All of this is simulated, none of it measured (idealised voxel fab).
Process module heading - voxel fin reveal
The figure presents cross-section cut, which has a width of 160 nm and is divided into square cells with an edge length of 5 nm.
Square cells in a grid make up a cross-section in this document, and the grid is given as bands, listed from the top down, each one or more rows of cells.
Each band's line starts with the height of the band's top and of its bottom, in nm. Then come its materials from left to right, each with its width in nm. One material with "throughout" fills the band from edge to edge. "blank" is empty space.
A quick word on heights: they are counted from 0, and under that level the wafer as it came to us is one material throughout. The lowest band is different from the rest in having no bottom; it simply continues downward, written as in "0..down".
You'd read "30..40" like this: the band's top row of cells is as wide as the first number, its bottom row is as wide as the second, and going down, every row changes width by the same amount as the row before did.
"nothing changed" (step): cross-section cells unchanged, all of them.
What "Sealed void inventory" gives you is every empty space of 8 cells or more that is cut off from the top. Each appears as width x height at distance, with the distance taken from the left edge and width, height and distance all in nm.
What comes after the settings on a step's line is commentary from the simulator itself on that step.
When a step includes a mask, the "overlay nm" setting on its line states how far to the right of its planned place that mask lay, and negative values state how far to the left.

## Here's what the planned process steps look like
1) RECEIVE with material Si
2) CONFORMAL_DEP with material SiN, thk nm 10
3) PATTERN with tone cover, mask id FINS, material resist, width nm 15, pitch nm 40, thk nm 20, overlay nm 0
4) DIRECTIONAL_ETCH with etch materials SiN, depth nm 10
5) DIRECTIONAL_ETCH with etch materials Si, depth nm 30
6) STRIP with etch materials resist
7) OXIDIZE with depth nm 5
8) FILL_DEP with material SiO2, thk nm 5
9) CMP with height nm 10
10) SELECTIVE_ETCH with etch materials SiO2, depth nm 25
11) STRIP with etch materials SiN
12) CONFORMAL_DEP with material HfO2, thk nm 5

## Wafer as received: cross-section following step 1
0..down | Si throughout
Sealed void inventory: none

## Wafer cross-section at module end: first of two, run to plan
5..0 | blank 30 nm; HfO2 15 nm; blank 25 nm; HfO2 15 nm; blank 25 nm; HfO2 15 nm; blank 35 nm
0..-10 | blank 30 nm; HfO2 5 nm; Si 5 nm; HfO2 5 nm; blank 25 nm; HfO2 5 nm; Si 5 nm; HfO2 5 nm; blank 25 nm; HfO2 5 nm; Si 5 nm; HfO2 5 nm; blank 35 nm
-10..-15 | HfO2 35 nm; Si 5 nm; HfO2 35 nm; Si 5 nm; HfO2 35 nm; Si 5 nm; HfO2 40 nm
-15..-35 | SiO2 35 nm; Si 5 nm; SiO2 35 nm; Si 5 nm; SiO2 35 nm; Si 5 nm; SiO2 40 nm
-35..down | Si throughout
Sealed void inventory: none

## What the second wafer looks like in cross-section once the module is done. Its start and its plan matched the first wafer's exactly; what differed was one mistake in how it was run
5..0 | blank 30 nm; HfO2 15 nm; blank 25 nm; HfO2 15 nm; blank 25 nm; HfO2 15 nm; blank 35 nm
0..-10 | blank 30 nm; HfO2 5 nm; Si 5 nm; HfO2 5 nm; blank 25 nm; HfO2 5 nm; Si 5 nm; HfO2 5 nm; blank 25 nm; HfO2 5 nm; Si 5 nm; HfO2 5 nm; blank 35 nm
-10..-15 | HfO2 10 nm; blank 20 nm; HfO2 5 nm; Si 5 nm; HfO2 5 nm; blank 25 nm; HfO2 5 nm; Si 5 nm; HfO2 5 nm; blank 25 nm; HfO2 5 nm; Si 5 nm; HfO2 5 nm; blank 20 nm; HfO2 15 nm
-15..-20 | SiO2 5 nm; HfO2 5 nm; blank 20 nm; HfO2 5 nm; Si 5 nm; HfO2 5 nm; blank 25 nm; HfO2 5 nm; Si 5 nm; HfO2 5 nm; blank 25 nm; HfO2 5 nm; Si 5 nm; HfO2 5 nm; blank 20 nm; HfO2 5 nm; SiO2 10 nm
-20..-25 | SiO2 5 nm; HfO2 30 nm; Si 5 nm; HfO2 35 nm; Si 5 nm; HfO2 35 nm; Si 5 nm; HfO2 30 nm; SiO2 10 nm
-25..-35 | SiO2 35 nm; Si 5 nm; SiO2 35 nm; Si 5 nm; SiO2 35 nm; Si 5 nm; SiO2 40 nm
-35..down | Si throughout
Sealed void inventory: none
Heads up, the wafer didn't run the way we planned it: contrary to the plan, steps 10 and 11 were processed in exchanged order
End check, counted in cells, second wafer has more or fewer of these materials than the first: 16 more of HfO2 | 52 fewer of SiO2
